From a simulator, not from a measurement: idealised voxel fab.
The process module that follows is named voxel ribs on slabs.
Xsec cut, 200 nm wide, square cell size 5 nm.
The cross-sections in this document take the form of a grid made of square cells. They are written out as bands, in order from top to bottom. Each band consists of one or more rows of cells.
First you get the band's top height and its bottom height, in nm, and then the materials it's made of, left to right, with each width in nm. If you see a single material with "edge to edge", that one covers the band edge to edge. "air" is empty space.
Basically, 0 is our baseline, since under it the wafer straight out of the box is all one material. The bottom band has no lower end and keeps on going down, so it looks like "0 nm and below".
The width entry "30->40" should be interpreted row by row: the top row of cells in the band takes the first number, the bottom row takes the second number, and the change between adjacent rows is uniform throughout.
Basically "same as before" means that step didn't change any cell in the cross-section.
The label "Completely sealed voids" introduces a list of the empty spaces, 8 cells or larger, that have no open way up to the top; each entry in it reads width x height at distance, where the distance is taken from the left edge and all three are stated in nm.
Past the settings on a step's line: simulator remark, on that step.
A step's line can hold "overlay nm"; with a mask on that step, the setting says how far right of the planned place the mask lay, while a negative setting says it lay to the left.
-- Process steps - plan
1. RECEIVE: material Si
2. DIRECTIONAL_DEP: material SiO2, thk nm 25
3. DIRECTIONAL_DEP: material polySi, thk nm 15
4. MASKED_ETCH: tone cover, mask id RIB, width nm 20, etch materials polySi, depth nm 10, overlay nm 0
5. MASKED_ETCH: tone cover, mask id SLAB, width nm 60, etch materials polySi, depth nm 5, overlay nm 0
6. FILL_DEP: material SiO2, thk nm 20
7. CMP: height nm 55
8. DIRECTIONAL_DEP: material TiN, thk nm 5
9. PATTERN: tone cover, mask id HEATER, material resist, width nm 30, thk nm 15, overlay nm -15
10. DIRECTIONAL_ETCH: etch materials TiN, depth nm 5
11. STRIP: etch materials resist
12. CONFORMAL_DEP: material SiN, thk nm 10
The value of overlay nm given for step 9 in the plan refers to the first wafer; the wafers vary in this setting and are alike at the start.
-- First wafer of several, as received: cross-section after step 1
0 nm and below | Si edge to edge
Completely sealed voids: none
-- Depicted here is the first of several wafers in cross-section, at module completion following the last step, step 12
70 nm to 65 nm | air=60 / SiN=50 / air=90
65 nm to 60 nm | SiN edge to edge
60 nm to 55 nm | SiN=70 / TiN=30 / SiN=100
55 nm to 40 nm | SiO2 edge to edge
40 nm to 30 nm | SiO2=90 / polySi=20 / SiO2=90
30 nm to 25 nm | SiO2=70 / polySi=60 / SiO2=70
25 nm to 0 nm | SiO2 edge to edge
0 nm and below | Si edge to edge
Completely sealed voids: none
-- last wafer at the end
70 nm to 65 nm | air=90 / SiN=50 / air=60
65 nm to 60 nm | SiN edge to edge
60 nm to 55 nm | SiN=100 / TiN=30 / SiN=70
55 nm to 40 nm | SiO2 edge to edge
40 nm to 30 nm | SiO2=90 / polySi=20 / SiO2=90
30 nm to 25 nm | SiO2=70 / polySi=60 / SiO2=70
25 nm to 0 nm | SiO2 edge to edge
0 nm and below | Si edge to edge
Completely sealed voids: none
-- Here is how to read the rows: every wafer has a row, and it shows the wafer at the end of the module, giving for each material how many cells were gained (+) or lost (-) since the wafer was received, then listing its closed voids
overlay nm -15; +84 SiN; +420 SiO2; +6 TiN; +20 polySi; Completely sealed voids: none
overlay nm -10; +84 SiN; +420 SiO2; +6 TiN; +20 polySi; Completely sealed voids: none
overlay nm -5; +84 SiN; +420 SiO2; +6 TiN; +20 polySi; Completely sealed voids: none
overlay nm 0; +84 SiN; +420 SiO2; +6 TiN; +20 polySi; Completely sealed voids: none
overlay nm 5; +84 SiN; +420 SiO2; +6 TiN; +20 polySi; Completely sealed voids: none
overlay nm 10; +84 SiN; +420 SiO2; +6 TiN; +20 polySi; Completely sealed voids: none
overlay nm 15; +84 SiN; +420 SiO2; +6 TiN; +20 polySi; Completely sealed voids: none
